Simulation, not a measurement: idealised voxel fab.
Process module in this document: voxel capacitor over wiring
Section cut is 300 nm wide and gridded with 5 nm square cells.
When this document writes out a cross-section, it uses a grid of square cells and lists it as bands, beginning at the top and moving down, with a band standing for one or more rows of cells. This entry defines a band. It first specifies the height of the band's top and the height of its bottom in nm, and then specifies the band's materials from left to right, stating each material with its width in nm. The word "edge to edge" identifies a single material that fills the band from edge to edge, while the word "empty" identifies empty space. The level at which height equals 0 is the one under which the wafer, as it arrives, is entirely one material. No lower edge exists for the bottom band, which continues downward and is notated as in "0 nm and below". The width entry "30->40" should be interpreted row by row: the top row of cells in the band takes the first number, the bottom row takes the second number, and the change between adjacent rows is uniform throughout. Any step labelled "remained the same" changed none of the cells in the cross-section. Voids not open to the top, 8 cells minimum: see "Closed cavity list". Written width x height at distance; distance is from the left edge; nm. Note: text after step settings on the step line = simulator remark on that step. The "overlay nm" setting may appear on a step's line; for a step that uses a mask, it gives how far to the right of its planned position the mask lay, and a negative value indicates the left.
THESE ARE THE STEPS WE PLANNED FOR THE PROCESS
1: RECEIVE | material Si
2: CONFORMAL_DEP | material SiO2 | thk nm 15
3: DIRECTIONAL_DEP | material TiN | thk nm 5
4: DIRECTIONAL_DEP | material W | thk nm 20
5: PATTERN | tone cover | mask id METAL_1 | material resist | width nm 25 | pitch nm 75 | thk nm 20 | overlay nm 0
6: DIRECTIONAL_ETCH | etch materials W | depth nm 20
7: DIRECTIONAL_ETCH | etch materials TiN | depth nm 5
8: STRIP | etch materials resist
9: CONFORMAL_DEP | material SiN | thk nm 5
10: FILL_DEP | material lowk | thk nm 10
11: CMP | height nm 40
12: CONFORMAL_DEP | material SiCN | thk nm 5
13: DIRECTIONAL_DEP | material SiO2 | thk nm 20
14: MASKED_ETCH | tone open | mask id PLUG_1 | width nm 15 | etch materials SiO2 | depth nm 20 | overlay nm 0
15: MASKED_ETCH | tone open | mask id PLUG_1 | width nm 15 | etch materials SiCN | depth nm 5 | overlay nm 0
16: EPI | material Ru | thk nm 10
17: EPI | material Ru | thk nm 10
18: EPI | material Ru | thk nm 5
19: DIRECTIONAL_DEP | material TiN | thk nm 10
20: DIRECTIONAL_DEP | material HfO2 | thk nm 5
21: DIRECTIONAL_DEP | material TiN | thk nm 10
22: MASKED_ETCH | tone cover | mask id UPPER_PLATE | width nm 55 | etch materials TiN | depth nm 10 | overlay nm 0
23: MASKED_ETCH | tone cover | mask id UPPER_PLATE | width nm 55 | etch materials HfO2 | depth nm 5 | overlay nm 0
24: DIRECTIONAL_DEP | material aC | thk nm 15
25: PATTERN | tone cover | mask id LOWER_PLATE | material resist | width nm 65 | thk nm 35 | overlay nm 0
26: DIRECTIONAL_ETCH | etch materials aC | depth nm 15
27: STRIP | etch materials resist
28: DIRECTIONAL_ETCH | etch materials TiN | depth nm 10
29: STRIP | etch materials aC
30: FILL_DEP | material SiO2 | thk nm 20
31: CMP | height nm 105
32: DIRECTIONAL_DEP | material aC | thk nm 10
33: PATTERN | tone open | mask id PLUG_2 | material resist | width nm 15 | thk nm 25 | overlay nm 0
34: DIRECTIONAL_ETCH | etch materials aC | depth nm 10
35: STRIP | etch materials resist
36: DIRECTIONAL_ETCH | etch materials SiO2 | depth nm 15
37: STRIP | etch materials aC
38: CONFORMAL_DEP | material TiN | thk nm 5
39: FILL_DEP | material W | thk nm 5
40: CMP | height nm 105
41: CONFORMAL_DEP | material SiCN | thk nm 5
WAFER CROSS-SECTION ON RECEIPT, I.E. AFTER STEP 1
  0 nm and below = Si edge to edge
  Closed cavity list: none
LOOKING AT THE FIRST OF TWO WAFERS IN CROSS-SECTION AT END OF MODULE - RAN TO PLAN
  110 nm to 105 nm = SiCN edge to edge
  105 nm to 95 nm = SiO2 120 nm, TiN 5 nm, W 5 nm, TiN 5 nm, SiO2 165 nm
  95 nm to 90 nm = SiO2 120 nm, TiN 15 nm, SiO2 165 nm
  90 nm to 80 nm = SiO2 110 nm, TiN 55 nm, SiO2 135 nm
  80 nm to 75 nm = SiO2 110 nm, HfO2 55 nm, SiO2 135 nm
  75 nm to 65 nm = SiO2 105 nm, TiN 65 nm, SiO2 130 nm
  65 nm to 45 nm = SiO2 110 nm, Ru 15 nm, SiO2 175 nm
  45 nm to 40 nm = SiCN 110 nm, Ru 15 nm, SiCN 175 nm
  40 nm to 20 nm = lowk 95 nm, SiN 5 nm, W 25 nm, SiN 5 nm, lowk 40 nm, SiN 5 nm, W 25 nm, SiN 5 nm, lowk 95 nm
  20 nm to 15 nm = SiN 100 nm, TiN 25 nm, SiN 50 nm, TiN 25 nm, SiN 100 nm
  15 nm to 0 nm = SiO2 edge to edge
  0 nm and below = Si edge to edge
  Closed cavity list: none
SECOND WAFER OF THE TWO, SECTIONED AT THE END OF THE MODULE. IT BEGAN LIKE THE FIRST AND FOLLOWED THE SAME PLAN, BUT ONE MISTAKE WAS MADE WHILE RUNNING IT
  110 nm to 105 nm = SiCN edge to edge
  105 nm to 95 nm = SiO2 120 nm, TiN 5 nm, W 5 nm, TiN 5 nm, SiO2 165 nm
  95 nm to 90 nm = SiO2 120 nm, TiN 15 nm, SiO2 165 nm
  90 nm to 80 nm = SiO2 110 nm, TiN 55 nm, SiO2 135 nm
  80 nm to 75 nm = SiO2 110 nm, HfO2 55 nm, SiO2 135 nm
  75 nm to 65 nm = SiO2 105 nm, TiN 70 nm, SiO2 125 nm
  65 nm to 45 nm = SiO2 110 nm, Ru 15 nm, SiO2 175 nm
  45 nm to 40 nm = SiCN 110 nm, Ru 15 nm, SiCN 175 nm
  40 nm to 20 nm = lowk 95 nm, SiN 5 nm, W 25 nm, SiN 5 nm, lowk 40 nm, SiN 5 nm, W 25 nm, SiN 5 nm, lowk 95 nm
  20 nm to 15 nm = SiN 100 nm, TiN 25 nm, SiN 50 nm, TiN 25 nm, SiN 100 nm
  15 nm to 0 nm = SiO2 edge to edge
  0 nm and below = Si edge to edge
  Closed cavity list: none
What broke from the plan during processing? for step 25, the planned setting was not used; the step was instead run as PATTERN | tone cover | mask id LOWER_PLATE | material resist | width nm 70 | thk nm 35 | overlay nm 0
Heads up, by the end the second wafer has more or fewer cells of some materials compared to the first: 2 fewer of SiO2 | 2 more of TiN
